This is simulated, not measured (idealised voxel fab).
Herein follows the process module entitled voxel gate over fins.
290 nm wide, 5 nm square cells: that's cross-section cut.
Cross-section, as written here: a square-cell grid given band by band from the top down, where a band holds one or more rows of cells. The entry gives the band's vertical extent as a top height and a bottom height in nm, then its horizontal make-up as materials from left to right, each with a width in nm. "empty" stands for empty space; a single material marked "full width" fills the band edge to edge. Heights are measured from 0, the level below which the as-received wafer is all one material; the lowest band has no bottom and continues downward, written as in "z 0 and below". A width given as "30 to 40" starts at the first number in the band's top row and ends at the second number in its bottom row, shifting by an equal amount at every step from row to row. "nothing got changed" after a step means that no cell of the cross-section changed. This entry, "Enclosed empty spaces", enumerates those empty regions of no fewer than 8 cells that possess no open connection to the top. Each region is reported in the form width x height at distance, the distance being taken from the left edge, with all three quantities expressed in nm. That trailing text on a step's line, after the settings, is the simulator's own remark on the step. Regarding "overlay nm": on a step with a mask, it is the distance the mask lay to the right of its planned place; a negative value places it to the left.

[List of planned process steps]
1 RECEIVE: material Si
2 CONFORMAL_DEP: material SiN, thk nm 5
3 PATTERN: tone cover, mask id FINS, material resist, width nm 15, pitch nm 35, thk nm 20, overlay nm 0
4 DIRECTIONAL_ETCH: etch materials SiN, depth nm 5
5 DIRECTIONAL_ETCH: etch materials Si, depth nm 35
6 STRIP: etch materials resist
7 FILL_DEP: material SiO2, thk nm 5
8 CMP: height nm 5
9 SELECTIVE_ETCH: etch materials SiO2, depth nm 20
10 STRIP: etch materials SiN
11 CONFORMAL_DEP: material HfO2, thk nm 5
12 CONFORMAL_DEP: material TiN, thk nm 5
13 CONFORMAL_DEP: material TiAl, thk nm 5
14 CONFORMAL_DEP: material TiN, thk nm 5
15 FILL_DEP: material W, thk nm 10
16 CMP: height nm 25
17 CONFORMAL_DEP: material SiCN, thk nm 5

[As-received state of the wafer in cross-section, equivalent to post-step 1]
    z 0 and below | Si full width
    Enclosed empty spaces: none

[The plan above was carried out on the starting structure above with one mistake, and this cross-section shows the wafer at the end of the module]
    z 30 to 25 | SiCN full width
    z 25 to 15 | W full width
    z 15 to 10 | 85 nm W  115 nm TiN  90 nm W
    z 10 to 5 | 85 nm W  5 nm TiN  105 nm TiAl  5 nm TiN  90 nm W
    z 5 to 0 | 85 nm W  5 nm TiN  5 nm TiAl  25 nm HfO2  10 nm TiAl  25 nm HfO2  10 nm TiAl  25 nm HfO2  5 nm TiAl  5 nm TiN  90 nm W
    z 0 to -5 | 90 nm TiN  5 nm TiAl  5 nm HfO2  15 nm Si  5 nm HfO2  10 nm TiAl  5 nm HfO2  15 nm Si  5 nm HfO2  10 nm TiAl  5 nm HfO2  15 nm Si  5 nm HfO2  5 nm TiAl  95 nm TiN
    z -5 to -10 | 95 nm TiAl  5 nm HfO2  15 nm Si  5 nm HfO2  10 nm TiAl  5 nm HfO2  15 nm Si  5 nm HfO2  10 nm TiAl  5 nm HfO2  15 nm Si  5 nm HfO2  100 nm TiAl
    z -10 to -15 | 100 nm HfO2  15 nm Si  20 nm HfO2  15 nm Si  20 nm HfO2  15 nm Si  105 nm HfO2
    z -15 to -35 | 100 nm SiO2  15 nm Si  20 nm SiO2  15 nm Si  20 nm SiO2  15 nm Si  105 nm SiO2
    z -35 and below | Si full width
    Enclosed empty spaces: none
Run error: step 12 of the plan was omitted and not executed
